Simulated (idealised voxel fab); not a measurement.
process module | voxel self aligned contacts
cross-section cut | 275 nm wide | cells 5 nm
A cross-section is a grid of square cells, given in bands from the top down. A band is one or more rows of cells.
Each band's line starts with the height of the band's top and of its bottom, in nm. Then come its materials from left to right, each with its width in nm. One material with "throughout" fills the band from edge to edge. "air" is empty space.
Height 0 is the level under which the wafer as received is all one material. The lowest band goes on downwards, as in "0 down".
A width such as "30 to 40" changes by the same amount from each row of cells to the next, from the band's top row to its bottom row.
"no change" after a step means that no cell of the cross-section changed.
closed voids: empty space of 8 cells or more with no open way to the top, each as width x height at its distance from the left edge, in nm
after a step's settings: what the simulator itself notes on the step
overlay nm, on a step with a mask: how far to the right of its planned place the mask lay; to the left if negative
Each pair below shows a cross-section before one step and the cross-section after it, down to the lowest band that changed. The line under each pair gives the step between them, with its settings. The pairs can come from different runs of this module on the same starting wafer, so a pair continues from the pair above only where its "before" says so.
before
  0 down: Si throughout
  closed voids: none
after
  0 to -5: SiO2 throughout
  below -5: unchanged
  closed voids: none
the step between: op OXIDIZE | depth nm 5
before: the cross-section after the pair above
after
  30 to 0: polySi throughout
  below 0: unchanged
  closed voids: none
the step between: op DIRECTIONAL_DEP | material polySi | thk nm 30
before: the cross-section after the pair above
after
  50 to 30: SiN throughout
  below 30: unchanged
  closed voids: none
the step between: op DIRECTIONAL_DEP | material SiN | thk nm 20
before: the cross-section after the pair above
after
  70 to 50: air 55 | resist 35 | air 30 | resist 35 | air 30 | resist 35 | air 55
  below 50: unchanged
  closed voids: none
the step between: op PATTERN | tone cover | mask id GATE | material resist | width nm 35 | pitch nm 65 | thk nm 20 | overlay nm 0
before: the cross-section after the pair above
after
  70 to 50: air 55 | resist 35 | air 30 | resist 35 | air 30 | resist 35 | air 55
  50 to 30: air 55 | SiN 35 | air 30 | SiN 35 | air 30 | SiN 35 | air 55
  below 30: unchanged
  closed voids: none
the step between: op DIRECTIONAL_ETCH | etch materials SiN | depth nm 20
before: the cross-section after the pair above
after
  70 to 50: air 55 | resist 35 | air 30 | resist 35 | air 30 | resist 35 | air 55
  50 to 30: air 55 | SiN 35 | air 30 | SiN 35 | air 30 | SiN 35 | air 55
  30 to 0: air 55 | polySi 35 | air 30 | polySi 35 | air 30 | polySi 35 | air 55
  below 0: unchanged
  closed voids: none
the step between: op DIRECTIONAL_ETCH | etch materials polySi | depth nm 30
before: the cross-section after the pair above
after
  50 to 30: air 55 | SiN 35 | air 30 | SiN 35 | air 30 | SiN 35 | air 55
  below 30: unchanged
  closed voids: none
the step between: op STRIP | etch materials resist
before: the cross-section after the pair above
after
  55 to 30: air 50 | SiN 45 | air 20 | SiN 45 | air 20 | SiN 45 | air 50
  30 to 5: air 50 | SiN 5 | polySi 35 | SiN 5 | air 20 | SiN 5 | polySi 35 | SiN 5 | air 20 | SiN 5 | polySi 35 | SiN 5 | air 50
  5 to 0: SiN 55 | polySi 35 | SiN 30 | polySi 35 | SiN 30 | polySi 35 | SiN 55
  below 0: unchanged
  closed voids: none
the step between: op CONFORMAL_DEP | material SiN | thk nm 5
before: the cross-section after the pair above
after
  50 to 30: air 50 | SiN 45 | air 20 | SiN 45 | air 20 | SiN 45 | air 50
  30 to 0: air 50 | SiN 5 | polySi 35 | SiN 5 | air 20 | SiN 5 | polySi 35 | SiN 5 | air 20 | SiN 5 | polySi 35 | SiN 5 | air 50
  below 0: unchanged
  closed voids: none
the step between: op DIRECTIONAL_ETCH | etch materials SiN | depth nm 5
before: the cross-section after the pair above
after
  60 to 50: SiO2 throughout
  50 to 30: SiO2 50 | SiN 45 | SiO2 20 | SiN 45 | SiO2 20 | SiN 45 | SiO2 50
  30 to 0: SiO2 50 | SiN 5 | polySi 35 | SiN 5 | SiO2 20 | SiN 5 | polySi 35 | SiN 5 | SiO2 20 | SiN 5 | polySi 35 | SiN 5 | SiO2 50
  below 0: unchanged
  closed voids: none
the step between: op FILL_DEP | material SiO2 | thk nm 10
before: the cross-section after the pair above
after
  55 to 50: SiO2 throughout
  below 50: unchanged
  closed voids: none
the step between: op CMP | height nm 55
before: the cross-section after the pair above
after
  70 to 55: resist 85 | air 40 | resist 25 | air 40 | resist 85
  below 55: unchanged
  closed voids: none
the step between: op PATTERN | tone open | mask id CONTACT | material resist | width nm 40 | pitch nm 65 | thk nm 15 | overlay nm 0
before: the cross-section after the pair above
after
  70 to 55: resist 85 | air 40 | resist 25 | air 40 | resist 85
  55 to 50: SiO2 85 | air 40 | SiO2 25 | air 40 | SiO2 85
  50 to 30: SiO2 50 | SiN 45 | air 20 | SiN 45 | air 20 | SiN 45 | SiO2 50
  30 to 0: SiO2 50 | SiN 5 | polySi 35 | SiN 5 | air 20 | SiN 5 | polySi 35 | SiN 5 | air 20 | SiN 5 | polySi 35 | SiN 5 | SiO2 50
  0 to -5: SiO2 95 | air 20 | SiO2 45 | air 20 | SiO2 95
  below -5: unchanged
  closed voids: none
the step between: op DIRECTIONAL_ETCH | etch materials SiO2 | depth nm 60
before: the cross-section after the pair above
after
  55 to 50: SiO2 85 | air 40 | SiO2 25 | air 40 | SiO2 85
  below 50: unchanged
  closed voids: none
the step between: op STRIP | etch materials resist
before: the cross-section after the pair above
after
  60 to 55: TiN 90 | air 30 | TiN 35 | air 30 | TiN 90
  55 to 50: SiO2 85 | TiN 15 | air 10 | TiN 15 | SiO2 25 | TiN 15 | air 10 | TiN 15 | SiO2 85
  50 to 30: SiO2 50 | SiN 45 | TiN 5 | air 10 | TiN 5 | SiN 45 | TiN 5 | air 10 | TiN 5 | SiN 45 | SiO2 50
  30 to 0: SiO2 50 | SiN 5 | polySi 35 | SiN 5 | TiN 5 | air 10 | TiN 5 | SiN 5 | polySi 35 | SiN 5 | TiN 5 | air 10 | TiN 5 | SiN 5 | polySi 35 | SiN 5 | SiO2 50
  0 to -5: SiO2 95 | TiN 20 | SiO2 45 | TiN 20 | SiO2 95
  below -5: unchanged
  closed voids: none
the step between: op CONFORMAL_DEP | material TiN | thk nm 5
before: the cross-section after the pair above
after
  65 to 60: W throughout
  60 to 55: TiN 90 | W 30 | TiN 35 | W 30 | TiN 90
  55 to 50: SiO2 85 | TiN 15 | W 10 | TiN 15 | SiO2 25 | TiN 15 | W 10 | TiN 15 | SiO2 85
  50 to 30: SiO2 50 | SiN 45 | TiN 5 | W 10 | TiN 5 | SiN 45 | TiN 5 | W 10 | TiN 5 | SiN 45 | SiO2 50
  30 to 0: SiO2 50 | SiN 5 | polySi 35 | SiN 5 | TiN 5 | W 10 | TiN 5 | SiN 5 | polySi 35 | SiN 5 | TiN 5 | W 10 | TiN 5 | SiN 5 | polySi 35 | SiN 5 | SiO2 50
  below 0: unchanged
  closed voids: none
the step between: op FILL_DEP | material W | thk nm 5
before: the cross-section after the pair above
after
  55 to 50: SiO2 85 | TiN 15 | W 10 | TiN 15 | SiO2 25 | TiN 15 | W 10 | TiN 15 | SiO2 85
  below 50: unchanged
  closed voids: none
the step between: op CMP | height nm 55
before: the cross-section after the pair above
after
  60 to 55: SiCN throughout
  below 55: unchanged
  closed voids: none
the step between: op CONFORMAL_DEP | material SiCN | thk nm 5
before
  0 down: Si throughout
  closed voids: none
after
  30 to 0: polySi throughout
  below 0: unchanged
  closed voids: none
the step between: op DIRECTIONAL_DEP | material polySi | thk nm 30
before: the cross-section after the pair above
after
  50 to 30: SiN throughout
  below 30: unchanged
  closed voids: none
the step between: op DIRECTIONAL_DEP | material SiN | thk nm 20
before: the cross-section after the pair above
after
  70 to 50: air 55 | resist 35 | air 30 | resist 35 | air 30 | resist 35 | air 55
  below 50: unchanged
  closed voids: none
the step between: op PATTERN | tone cover | mask id GATE | material resist | width nm 35 | pitch nm 65 | thk nm 20 | overlay nm 0
before: the cross-section after the pair above
after
  70 to 50: air 55 | resist 35 | air 30 | resist 35 | air 30 | resist 35 | air 55
  50 to 30: air 55 | SiN 35 | air 30 | SiN 35 | air 30 | SiN 35 | air 55
  below 30: unchanged
  closed voids: none
the step between: op DIRECTIONAL_ETCH | etch materials SiN | depth nm 20
before: the cross-section after the pair above
after
  70 to 50: air 55 | resist 35 | air 30 | resist 35 | air 30 | resist 35 | air 55
  50 to 30: air 55 | SiN 35 | air 30 | SiN 35 | air 30 | SiN 35 | air 55
  30 to 0: air 55 | polySi 35 | air 30 | polySi 35 | air 30 | polySi 35 | air 55
  below 0: unchanged
  closed voids: none
the step between: op DIRECTIONAL_ETCH | etch materials polySi | depth nm 30
before: the cross-section after the pair above
after
  50 to 30: air 55 | SiN 35 | air 30 | SiN 35 | air 30 | SiN 35 | air 55
  below 30: unchanged
  closed voids: none
the step between: op STRIP | etch materials resist
before: the cross-section after the pair above
after
  55 to 30: air 50 | SiN 45 | air 20 | SiN 45 | air 20 | SiN 45 | air 50
  30 to 5: air 50 | SiN 5 | polySi 35 | SiN 5 | air 20 | SiN 5 | polySi 35 | SiN 5 | air 20 | SiN 5 | polySi 35 | SiN 5 | air 50
  5 to 0: SiN 55 | polySi 35 | SiN 30 | polySi 35 | SiN 30 | polySi 35 | SiN 55
  below 0: unchanged
  closed voids: none
the step between: op CONFORMAL_DEP | material SiN | thk nm 5
before: the cross-section after the pair above
after
  50 to 30: air 50 | SiN 45 | air 20 | SiN 45 | air 20 | SiN 45 | air 50
  30 to 0: air 50 | SiN 5 | polySi 35 | SiN 5 | air 20 | SiN 5 | polySi 35 | SiN 5 | air 20 | SiN 5 | polySi 35 | SiN 5 | air 50
  below 0: unchanged
  closed voids: none
the step between: op DIRECTIONAL_ETCH | etch materials SiN | depth nm 5
before: the cross-section after the pair above
after
  60 to 50: SiO2 throughout
  50 to 30: SiO2 50 | SiN 45 | SiO2 20 | SiN 45 | SiO2 20 | SiN 45 | SiO2 50
  30 to 0: SiO2 50 | SiN 5 | polySi 35 | SiN 5 | SiO2 20 | SiN 5 | polySi 35 | SiN 5 | SiO2 20 | SiN 5 | polySi 35 | SiN 5 | SiO2 50
  below 0: unchanged
  closed voids: none
the step between: op FILL_DEP | material SiO2 | thk nm 10
before: the cross-section after the pair above
after
  55 to 50: SiO2 throughout
  below 50: unchanged
  closed voids: none
the step between: op CMP | height nm 55
before: the cross-section after the pair above
after
  70 to 55: resist 85 | air 40 | resist 25 | air 40 | resist 85
  below 55: unchanged
  closed voids: none
the step between: op PATTERN | tone open | mask id CONTACT | material resist | width nm 40 | pitch nm 65 | thk nm 15 | overlay nm 0
before: the cross-section after the pair above
after
  70 to 55: resist 85 | air 40 | resist 25 | air 40 | resist 85
  55 to 50: SiO2 85 | air 40 | SiO2 25 | air 40 | SiO2 85
  50 to 30: SiO2 50 | SiN 45 | air 20 | SiN 45 | air 20 | SiN 45 | SiO2 50
  30 to 0: SiO2 50 | SiN 5 | polySi 35 | SiN 5 | air 20 | SiN 5 | polySi 35 | SiN 5 | air 20 | SiN 5 | polySi 35 | SiN 5 | SiO2 50
  below 0: unchanged
  closed voids: none
the step between: op DIRECTIONAL_ETCH | etch materials SiO2 | depth nm 60
before: the cross-section after the pair above
after
  55 to 50: SiO2 85 | air 40 | SiO2 25 | air 40 | SiO2 85
  below 50: unchanged
  closed voids: none
the step between: op STRIP | etch materials resist
before: the cross-section after the pair above
after
  60 to 55: TiN 90 | air 30 | TiN 35 | air 30 | TiN 90
  55 to 50: SiO2 85 | TiN 15 | air 10 | TiN 15 | SiO2 25 | TiN 15 | air 10 | TiN 15 | SiO2 85
  50 to 30: SiO2 50 | SiN 45 | TiN 5 | air 10 | TiN 5 | SiN 45 | TiN 5 | air 10 | TiN 5 | SiN 45 | SiO2 50
  30 to 5: SiO2 50 | SiN 5 | polySi 35 | SiN 5 | TiN 5 | air 10 | TiN 5 | SiN 5 | polySi 35 | SiN 5 | TiN 5 | air 10 | TiN 5 | SiN 5 | polySi 35 | SiN 5 | SiO2 50
  5 to 0: SiO2 50 | SiN 5 | polySi 35 | SiN 5 | TiN 20 | SiN 5 | polySi 35 | SiN 5 | TiN 20 | SiN 5 | polySi 35 | SiN 5 | SiO2 50
  below 0: unchanged
  closed voids: none
the step between: op CONFORMAL_DEP | material TiN | thk nm 5
before: the cross-section after the pair above
after
  65 to 60: W throughout
  60 to 55: TiN 90 | W 30 | TiN 35 | W 30 | TiN 90
  55 to 50: SiO2 85 | TiN 15 | W 10 | TiN 15 | SiO2 25 | TiN 15 | W 10 | TiN 15 | SiO2 85
  50 to 30: SiO2 50 | SiN 45 | TiN 5 | W 10 | TiN 5 | SiN 45 | TiN 5 | W 10 | TiN 5 | SiN 45 | SiO2 50
  30 to 5: SiO2 50 | SiN 5 | polySi 35 | SiN 5 | TiN 5 | W 10 | TiN 5 | SiN 5 | polySi 35 | SiN 5 | TiN 5 | W 10 | TiN 5 | SiN 5 | polySi 35 | SiN 5 | SiO2 50
  below 5: unchanged
  closed voids: none
the step between: op FILL_DEP | material W | thk nm 5
before: the cross-section after the pair above
after
  55 to 50: SiO2 85 | TiN 15 | W 10 | TiN 15 | SiO2 25 | TiN 15 | W 10 | TiN 15 | SiO2 85
  below 50: unchanged
  closed voids: none
the step between: op CMP | height nm 55
before: the cross-section after the pair above
after
  60 to 55: SiCN throughout
  below 55: unchanged
  closed voids: none
the step between: op CONFORMAL_DEP | material SiCN | thk nm 5
before
  50 to 30: SiN throughout
  30 to 0: polySi throughout
  0 to -5: SiO2 throughout
  -5 down: Si throughout
  closed voids: none
after
  70 to 30: SiN throughout
  below 30: unchanged
  closed voids: none
the step between: op DIRECTIONAL_DEP | material SiN | thk nm 20
before: the cross-section after the pair above
after
  90 to 70: air 55 | resist 35 | air 30 | resist 35 | air 30 | resist 35 | air 55
  below 70: unchanged
  closed voids: none
the step between: op PATTERN | tone cover | mask id GATE | material resist | width nm 35 | pitch nm 65 | thk nm 20 | overlay nm 0
before: the cross-section after the pair above
after
  90 to 70: air 55 | resist 35 | air 30 | resist 35 | air 30 | resist 35 | air 55
  70 to 50: air 55 | SiN 35 | air 30 | SiN 35 | air 30 | SiN 35 | air 55
  below 50: unchanged
  closed voids: none
the step between: op DIRECTIONAL_ETCH | etch materials SiN | depth nm 20
before: the cross-section after the pair above
after
  70 to 50: air 55 | SiN 35 | air 30 | SiN 35 | air 30 | SiN 35 | air 55
  below 50: unchanged
  closed voids: none
the step between: op STRIP | etch materials resist
before: the cross-section after the pair above
after
  75 to 55: air 50 | SiN 45 | air 20 | SiN 45 | air 20 | SiN 45 | air 50
  55 to 30: SiN throughout
  below 30: unchanged
  closed voids: none
the step between: op CONFORMAL_DEP | material SiN | thk nm 5
before: the cross-section after the pair above
after
  70 to 50: air 50 | SiN 45 | air 20 | SiN 45 | air 20 | SiN 45 | air 50
  below 50: unchanged
  closed voids: none
the step between: op DIRECTIONAL_ETCH | etch materials SiN | depth nm 5
before: the cross-section after the pair above
after
  80 to 70: SiO2 throughout
  70 to 50: SiO2 50 | SiN 45 | SiO2 20 | SiN 45 | SiO2 20 | SiN 45 | SiO2 50
  below 50: unchanged
  closed voids: none
the step between: op FILL_DEP | material SiO2 | thk nm 10
before: the cross-section after the pair above
after
  55 to 50: SiO2 50 | SiN 45 | SiO2 20 | SiN 45 | SiO2 20 | SiN 45 | SiO2 50
  below 50: unchanged
  closed voids: none
the step between: op CMP | height nm 55
before: the cross-section after the pair above
after
  70 to 55: resist 85 | air 40 | resist 25 | air 40 | resist 85
  below 55: unchanged
  closed voids: none
the step between: op PATTERN | tone open | mask id CONTACT | material resist | width nm 40 | pitch nm 65 | thk nm 15 | overlay nm 0
before: the cross-section after the pair above
after
  70 to 55: resist 85 | air 40 | resist 25 | air 40 | resist 85
  55 to 50: SiO2 50 | SiN 45 | air 20 | SiN 45 | air 20 | SiN 45 | SiO2 50
  below 50: unchanged
  closed voids: none
the step between: op DIRECTIONAL_ETCH | etch materials SiO2 | depth nm 60
before: the cross-section after the pair above
after
  55 to 50: SiO2 50 | SiN 45 | air 20 | SiN 45 | air 20 | SiN 45 | SiO2 50
  below 50: unchanged
  closed voids: none
the step between: op STRIP | etch materials resist
before: the cross-section after the pair above
after
  60 to 55: TiN 100 | air 10 | TiN 55 | air 10 | TiN 100
  55 to 50: SiO2 50 | SiN 45 | TiN 20 | SiN 45 | TiN 20 | SiN 45 | SiO2 50
  below 50: unchanged
  closed voids: none
the step between: op CONFORMAL_DEP | material TiN | thk nm 5
before: the cross-section after the pair above
after
  65 to 60: W throughout
  60 to 55: TiN 100 | W 10 | TiN 55 | W 10 | TiN 100
  below 55: unchanged
  closed voids: none
the step between: op FILL_DEP | material W | thk nm 5
before: the cross-section after the pair above
after
  55 to 50: SiO2 50 | SiN 45 | TiN 20 | SiN 45 | TiN 20 | SiN 45 | SiO2 50
  below 50: unchanged
  closed voids: none
the step between: op CMP | height nm 55
before: the cross-section after the pair above
after
  60 to 55: SiCN throughout
  below 55: unchanged
  closed voids: none
the step between: op CONFORMAL_DEP | material SiCN | thk nm 5
before
  30 to 0: polySi throughout
  0 down: Si throughout
  closed voids: none
after
  30 to 25: SiO2 throughout
  below 25: unchanged
  closed voids: none
the step between: op OXIDIZE | depth nm 5
before: the cross-section after the pair above
after
  50 to 30: SiN throughout
  below 30: unchanged
  closed voids: none
the step between: op DIRECTIONAL_DEP | material SiN | thk nm 20
before: the cross-section after the pair above
after
  70 to 50: air 55 | resist 35 | air 30 | resist 35 | air 30 | resist 35 | air 55
  below 50: unchanged
  closed voids: none
the step between: op PATTERN | tone cover | mask id GATE | material resist | width nm 35 | pitch nm 65 | thk nm 20 | overlay nm 0
before: the cross-section after the pair above
after
  70 to 50: air 55 | resist 35 | air 30 | resist 35 | air 30 | resist 35 | air 55
  50 to 30: air 55 | SiN 35 | air 30 | SiN 35 | air 30 | SiN 35 | air 55
  below 30: unchanged
  closed voids: none
the step between: op DIRECTIONAL_ETCH | etch materials SiN | depth nm 20
before: the cross-section after the pair above
after
  50 to 30: air 55 | SiN 35 | air 30 | SiN 35 | air 30 | SiN 35 | air 55
  below 30: unchanged
  closed voids: none
the step between: op STRIP | etch materials resist
before: the cross-section after the pair above
after
  55 to 35: air 50 | SiN 45 | air 20 | SiN 45 | air 20 | SiN 45 | air 50
  35 to 30: SiN throughout
  below 30: unchanged
  closed voids: none
the step between: op CONFORMAL_DEP | material SiN | thk nm 5
before: the cross-section after the pair above
after
  50 to 30: air 50 | SiN 45 | air 20 | SiN 45 | air 20 | SiN 45 | air 50
  below 30: unchanged
  closed voids: none
the step between: op DIRECTIONAL_ETCH | etch materials SiN | depth nm 5
before: the cross-section after the pair above
after
  60 to 50: SiO2 throughout
  50 to 30: SiO2 50 | SiN 45 | SiO2 20 | SiN 45 | SiO2 20 | SiN 45 | SiO2 50
  below 30: unchanged
  closed voids: none
the step between: op FILL_DEP | material SiO2 | thk nm 10
before: the cross-section after the pair above
after
  55 to 50: SiO2 throughout
  below 50: unchanged
  closed voids: none
the step between: op CMP | height nm 55
before: the cross-section after the pair above
after
  70 to 55: resist 85 | air 40 | resist 25 | air 40 | resist 85
  below 55: unchanged
  closed voids: none
the step between: op PATTERN | tone open | mask id CONTACT | material resist | width nm 40 | pitch nm 65 | thk nm 15 | overlay nm 0
before: the cross-section after the pair above
after
  70 to 55: resist 85 | air 40 | resist 25 | air 40 | resist 85
  55 to 50: SiO2 85 | air 40 | SiO2 25 | air 40 | SiO2 85
  50 to 30: SiO2 50 | SiN 45 | air 20 | SiN 45 | air 20 | SiN 45 | SiO2 50
  30 to 25: SiO2 95 | air 20 | SiO2 45 | air 20 | SiO2 95
  below 25: unchanged
  closed voids: none
the step between: op DIRECTIONAL_ETCH | etch materials SiO2 | depth nm 60
before: the cross-section after the pair above
after
  55 to 50: SiO2 85 | air 40 | SiO2 25 | air 40 | SiO2 85
  below 50: unchanged
  closed voids: none
the step between: op STRIP | etch materials resist
before: the cross-section after the pair above
after
  60 to 55: TiN 90 | air 30 | TiN 35 | air 30 | TiN 90
  55 to 50: SiO2 85 | TiN 15 | air 10 | TiN 15 | SiO2 25 | TiN 15 | air 10 | TiN 15 | SiO2 85
  50 to 30: SiO2 50 | SiN 45 | TiN 5 | air 10 | TiN 5 | SiN 45 | TiN 5 | air 10 | TiN 5 | SiN 45 | SiO2 50
  30 to 25: SiO2 95 | TiN 20 | SiO2 45 | TiN 20 | SiO2 95
  below 25: unchanged
  closed voids: none
the step between: op CONFORMAL_DEP | material TiN | thk nm 5
before: the cross-section after the pair above
after
  65 to 60: W throughout
  60 to 55: TiN 90 | W 30 | TiN 35 | W 30 | TiN 90
  55 to 50: SiO2 85 | TiN 15 | W 10 | TiN 15 | SiO2 25 | TiN 15 | W 10 | TiN 15 | SiO2 85
  50 to 30: SiO2 50 | SiN 45 | TiN 5 | W 10 | TiN 5 | SiN 45 | TiN 5 | W 10 | TiN 5 | SiN 45 | SiO2 50
  below 30: unchanged
  closed voids: none
the step between: op FILL_DEP | material W | thk nm 5
before: the cross-section after the pair above
after
  55 to 50: SiO2 85 | TiN 15 | W 10 | TiN 15 | SiO2 25 | TiN 15 | W 10 | TiN 15 | SiO2 85
  below 50: unchanged
  closed voids: none
the step between: op CMP | height nm 55
before: the cross-section after the pair above
after
  60 to 55: SiCN throughout
  below 55: unchanged
  closed voids: none
the step between: op CONFORMAL_DEP | material SiCN | thk nm 5
before
  60 to 50: SiO2 throughout
  50 to 30: SiO2 50 | SiN 45 | SiO2 20 | SiN 45 | SiO2 20 | SiN 45 | SiO2 50
  30 to 0: SiO2 50 | SiN 5 | polySi 35 | SiN 5 | SiO2 20 | SiN 5 | polySi 35 | SiN 5 | SiO2 20 | SiN 5 | polySi 35 | SiN 5 | SiO2 50
  0 to -5: SiO2 throughout
  -5 down: Si throughout
  closed voids: none
after
  50 to 30: SiO2 50 | SiN 45 | SiO2 20 | SiN 45 | SiO2 20 | SiN 45 | SiO2 50
  below 30: unchanged
  closed voids: none
the step between: op CMP | height nm 50
before: the cross-section after the pair above
after
  65 to 50: resist 85 | air 40 | resist 25 | air 40 | resist 85
  below 50: unchanged
  closed voids: none
the step between: op PATTERN | tone open | mask id CONTACT | material resist | width nm 40 | pitch nm 65 | thk nm 15 | overlay nm 0
before: the cross-section after the pair above
after
  65 to 50: resist 85 | air 40 | resist 25 | air 40 | resist 85
  50 to 30: SiO2 50 | SiN 45 | air 20 | SiN 45 | air 20 | SiN 45 | SiO2 50
  30 to 0: SiO2 50 | SiN 5 | polySi 35 | SiN 5 | air 20 | SiN 5 | polySi 35 | SiN 5 | air 20 | SiN 5 | polySi 35 | SiN 5 | SiO2 50
  0 to -5: SiO2 95 | air 20 | SiO2 45 | air 20 | SiO2 95
  below -5: unchanged
  closed voids: none
the step between: op DIRECTIONAL_ETCH | etch materials SiO2 | depth nm 60
before: the cross-section after the pair above
after
  50 to 30: SiO2 50 | SiN 45 | air 20 | SiN 45 | air 20 | SiN 45 | SiO2 50
  below 30: unchanged
  closed voids: none
the step between: op STRIP | etch materials resist
before: the cross-section after the pair above
after
  55 to 50: TiN 100 | air 10 | TiN 55 | air 10 | TiN 100
  50 to 30: SiO2 50 | SiN 45 | TiN 5 | air 10 | TiN 5 | SiN 45 | TiN 5 | air 10 | TiN 5 | SiN 45 | SiO2 50
  30 to 0: SiO2 50 | SiN 5 | polySi 35 | SiN 5 | TiN 5 | air 10 | TiN 5 | SiN 5 | polySi 35 | SiN 5 | TiN 5 | air 10 | TiN 5 | SiN 5 | polySi 35 | SiN 5 | SiO2 50
  0 to -5: SiO2 95 | TiN 20 | SiO2 45 | TiN 20 | SiO2 95
  below -5: unchanged
  closed voids: none
the step between: op CONFORMAL_DEP | material TiN | thk nm 5
before: the cross-section after the pair above
after
  60 to 55: W throughout
  55 to 50: TiN 100 | W 10 | TiN 55 | W 10 | TiN 100
  50 to 30: SiO2 50 | SiN 45 | TiN 5 | W 10 | TiN 5 | SiN 45 | TiN 5 | W 10 | TiN 5 | SiN 45 | SiO2 50
  30 to 0: SiO2 50 | SiN 5 | polySi 35 | SiN 5 | TiN 5 | W 10 | TiN 5 | SiN 5 | polySi 35 | SiN 5 | TiN 5 | W 10 | TiN 5 | SiN 5 | polySi 35 | SiN 5 | SiO2 50
  below 0: unchanged
  closed voids: none
the step between: op FILL_DEP | material W | thk nm 5
before: the cross-section after the pair above
after
  55 to 50: TiN 100 | W 10 | TiN 55 | W 10 | TiN 100
  below 50: unchanged
  closed voids: none
the step between: op CMP | height nm 55
before: the cross-section after the pair above
after
  60 to 55: SiCN throughout
  below 55: unchanged
  closed voids: none
the step between: op CONFORMAL_DEP | material SiCN | thk nm 5
before
  50 to 30: SiN throughout
  30 to 0: polySi throughout
  0 to -5: SiO2 throughout
  -5 down: Si throughout
  closed voids: none
after
  70 to 50: air 55 | resist 40 | air 25 | resist 40 | air 25 | resist 40 | air 50
  below 50: unchanged
  closed voids: none
the step between: op PATTERN | tone cover | mask id GATE | material resist | width nm 40 | pitch nm 65 | thk nm 20 | overlay nm 0
before: the cross-section after the pair above
after
  70 to 50: air 55 | resist 40 | air 25 | resist 40 | air 25 | resist 40 | air 50
  50 to 30: air 55 | SiN 40 | air 25 | SiN 40 | air 25 | SiN 40 | air 50
  below 30: unchanged
  closed voids: none
the step between: op DIRECTIONAL_ETCH | etch materials SiN | depth nm 20
before: the cross-section after the pair above
after
  70 to 50: air 55 | resist 40 | air 25 | resist 40 | air 25 | resist 40 | air 50
  50 to 30: air 55 | SiN 40 | air 25 | SiN 40 | air 25 | SiN 40 | air 50
  30 to 0: air 55 | polySi 40 | air 25 | polySi 40 | air 25 | polySi 40 | air 50
  below 0: unchanged
  closed voids: none
the step between: op DIRECTIONAL_ETCH | etch materials polySi | depth nm 30
before: the cross-section after the pair above
after
  50 to 30: air 55 | SiN 40 | air 25 | SiN 40 | air 25 | SiN 40 | air 50
  below 30: unchanged
  closed voids: none
the step between: op STRIP | etch materials resist
before: the cross-section after the pair above
after
  55 to 30: air 50 | SiN 50 | air 15 | SiN 50 | air 15 | SiN 50 | air 45
  30 to 5: air 50 | SiN 5 | polySi 40 | SiN 5 | air 15 | SiN 5 | polySi 40 | SiN 5 | air 15 | SiN 5 | polySi 40 | SiN 5 | air 45
  5 to 0: SiN 55 | polySi 40 | SiN 25 | polySi 40 | SiN 25 | polySi 40 | SiN 50
  below 0: unchanged
  closed voids: none
the step between: op CONFORMAL_DEP | material SiN | thk nm 5
before: the cross-section after the pair above
after
  50 to 30: air 50 | SiN 50 | air 15 | SiN 50 | air 15 | SiN 50 | air 45
  30 to 0: air 50 | SiN 5 | polySi 40 | SiN 5 | air 15 | SiN 5 | polySi 40 | SiN 5 | air 15 | SiN 5 | polySi 40 | SiN 5 | air 45
  below 0: unchanged
  closed voids: none
the step between: op DIRECTIONAL_ETCH | etch materials SiN | depth nm 5
before: the cross-section after the pair above
after
  60 to 50: SiO2 throughout
  50 to 30: SiO2 50 | SiN 50 | SiO2 15 | SiN 50 | SiO2 15 | SiN 50 | SiO2 45
  30 to 0: SiO2 50 | SiN 5 | polySi 40 | SiN 5 | SiO2 15 | SiN 5 | polySi 40 | SiN 5 | SiO2 15 | SiN 5 | polySi 40 | SiN 5 | SiO2 45
  below 0: unchanged
  closed voids: none
the step between: op FILL_DEP | material SiO2 | thk nm 10
before: the cross-section after the pair above
after
  55 to 50: SiO2 throughout
  below 50: unchanged
  closed voids: none
the step between: op CMP | height nm 55
before: the cross-section after the pair above
after
  70 to 55: resist 85 | air 40 | resist 25 | air 40 | resist 85
  below 55: unchanged
  closed voids: none
the step between: op PATTERN | tone open | mask id CONTACT | material resist | width nm 40 | pitch nm 65 | thk nm 15 | overlay nm 0
before: the cross-section after the pair above
after
  70 to 55: resist 85 | air 40 | resist 25 | air 40 | resist 85
  55 to 50: SiO2 85 | air 40 | SiO2 25 | air 40 | SiO2 85
  50 to 30: SiO2 50 | SiN 50 | air 15 | SiN 50 | air 15 | SiN 50 | SiO2 45
  30 to 0: SiO2 50 | SiN 5 | polySi 40 | SiN 5 | air 15 | SiN 5 | polySi 40 | SiN 5 | air 15 | SiN 5 | polySi 40 | SiN 5 | SiO2 45
  0 to -5: SiO2 100 | air 15 | SiO2 50 | air 15 | SiO2 95
  below -5: unchanged
  closed voids: none
the step between: op DIRECTIONAL_ETCH | etch materials SiO2 | depth nm 60
before: the cross-section after the pair above
after
  55 to 50: SiO2 85 | air 40 | SiO2 25 | air 40 | SiO2 85
  below 50: unchanged
  closed voids: none
the step between: op STRIP | etch materials resist
before: the cross-section after the pair above
after
  60 to 55: TiN 90 | air 30 | TiN 35 | air 30 | TiN 90
  55 to 50: SiO2 85 | TiN 20 | air 5 | TiN 15 | SiO2 25 | TiN 20 | air 5 | TiN 15 | SiO2 85
  50 to 30: SiO2 50 | SiN 50 | TiN 5 | air 5 | TiN 5 | SiN 50 | TiN 5 | air 5 | TiN 5 | SiN 50 | SiO2 45
  30 to 0: SiO2 50 | SiN 5 | polySi 40 | SiN 5 | TiN 5 | air 5 | TiN 5 | SiN 5 | polySi 40 | SiN 5 | TiN 5 | air 5 | TiN 5 | SiN 5 | polySi 40 | SiN 5 | SiO2 45
  0 to -5: SiO2 100 | TiN 15 | SiO2 50 | TiN 15 | SiO2 95
  below -5: unchanged
  closed voids: none
the step between: op CONFORMAL_DEP | material TiN | thk nm 5
before: the cross-section after the pair above
after
  65 to 60: W throughout
  60 to 55: TiN 90 | W 30 | TiN 35 | W 30 | TiN 90
  55 to 50: SiO2 85 | TiN 20 | W 5 | TiN 15 | SiO2 25 | TiN 20 | W 5 | TiN 15 | SiO2 85
  50 to 30: SiO2 50 | SiN 50 | TiN 5 | W 5 | TiN 5 | SiN 50 | TiN 5 | W 5 | TiN 5 | SiN 50 | SiO2 45
  30 to 0: SiO2 50 | SiN 5 | polySi 40 | SiN 5 | TiN 5 | W 5 | TiN 5 | SiN 5 | polySi 40 | SiN 5 | TiN 5 | W 5 | TiN 5 | SiN 5 | polySi 40 | SiN 5 | SiO2 45
  below 0: unchanged
  closed voids: none
the step between: op FILL_DEP | material W | thk nm 5
before: the cross-section after the pair above
after
  55 to 50: SiO2 85 | TiN 20 | W 5 | TiN 15 | SiO2 25 | TiN 20 | W 5 | TiN 15 | SiO2 85
  below 50: unchanged
  closed voids: none
the step between: op CMP | height nm 55
before: the cross-section after the pair above
after
  60 to 55: SiCN throughout
  below 55: unchanged
  closed voids: none
the step between: op CONFORMAL_DEP | material SiCN | thk nm 5
